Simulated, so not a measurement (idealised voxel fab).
process module | voxel ribs on slabs
cross-section cut | 185 nm wide | cells 5 nm
A cross-section is a grid of square cells, given in bands from the top down. A band is one or more rows of cells.
Each band's line starts with the height of the band's top and of its bottom, in nm. Then come its materials from left to right, each with its width in nm. One material with "throughout" fills the band from edge to edge. "air" is empty space.
Height 0 is the level under which the wafer as received is all one material. The lowest band goes on downwards, as in "0 down".
A width such as "30 to 40" changes by the same amount from each row of cells to the next, from the band's top row to its bottom row.
"no change" after a step means that no cell of the cross-section changed.
closed voids: empty space of 8 cells or more with no open way to the top, each as width x height at its distance from the left edge, in nm
after a step's settings: what the simulator itself notes on the step
overlay nm, on a step with a mask: how far to the right of its planned place the mask lay; to the left if negative
plan
1 op RECEIVE | material Si
2 op DIRECTIONAL_DEP | material SiO2 | thk nm 30
3 op DIRECTIONAL_DEP | material polySi | thk nm 20
4 op PATTERN | tone cover | mask id RIB | material resist | width nm 25 | thk nm 20 | overlay nm 0
5 op DIRECTIONAL_ETCH | etch materials polySi | depth nm 15
6 op STRIP | etch materials resist
7 op PATTERN | tone cover | mask id SLAB | material resist | width nm 75 | thk nm 20 | overlay nm 0
8 op DIRECTIONAL_ETCH | etch materials polySi | depth nm 5
9 op STRIP | etch materials resist
10 op FILL_DEP | material SiO2 | thk nm 30
11 op CMP | height nm 70
12 op DIRECTIONAL_DEP | material W | thk nm 10
13 op DIRECTIONAL_DEP | material aC | thk nm 5
14 op PATTERN | tone cover | mask id HEATER | material resist | width nm 35 | thk nm 30 | overlay nm 0
15 op DIRECTIONAL_ETCH | etch materials aC | depth nm 10
16 op STRIP | etch materials resist
17 op DIRECTIONAL_ETCH | etch materials W | depth nm 10
18 op STRIP | etch materials aC
19 op CONFORMAL_DEP | material SiN | thk nm 5
varied across the wafers: thk nm of step 13. The plan shows the first wafer's value. All wafers start alike
first wafer as received, after step 1
  0 down: Si throughout
  closed voids: none
first wafer at the end, after step 19
  85 to 80: air 70 | SiN 45 | air 70
  80 to 75: air 70 | SiN 5 | W 35 | SiN 5 | air 70
  75 to 70: SiN 75 | W 35 | SiN 75
  70 to 50: SiO2 throughout
  50 to 35: SiO2 80 | polySi 25 | SiO2 80
  35 to 30: SiO2 55 | polySi 75 | SiO2 55
  30 to 0: SiO2 throughout
  0 down: Si throughout
  closed voids: none
last wafer at the end
  85 to 80: SiN throughout
  80 to 70: W throughout
  70 to 50: SiO2 throughout
  50 to 35: SiO2 80 | polySi 25 | SiO2 80
  35 to 30: SiO2 55 | polySi 75 | SiO2 55
  30 to 0: SiO2 throughout
  0 down: Si throughout
  closed voids: none
each wafer at the end: cells of each material gained (+) or lost (-) since it was received, then its closed voids
thk nm 5 | +41 SiN | +488 SiO2 | +14 W | +30 polySi | closed voids: none
thk nm 10 | +41 SiN | +488 SiO2 | +14 W | +30 polySi | closed voids: none
thk nm 15 | +37 SiN | +488 SiO2 | +74 W | +30 polySi | closed voids: none
thk nm 20 | +37 SiN | +488 SiO2 | +74 W | +30 polySi | closed voids: none
thk nm 25 | +37 SiN | +488 SiO2 | +74 W | +30 polySi | closed voids: none
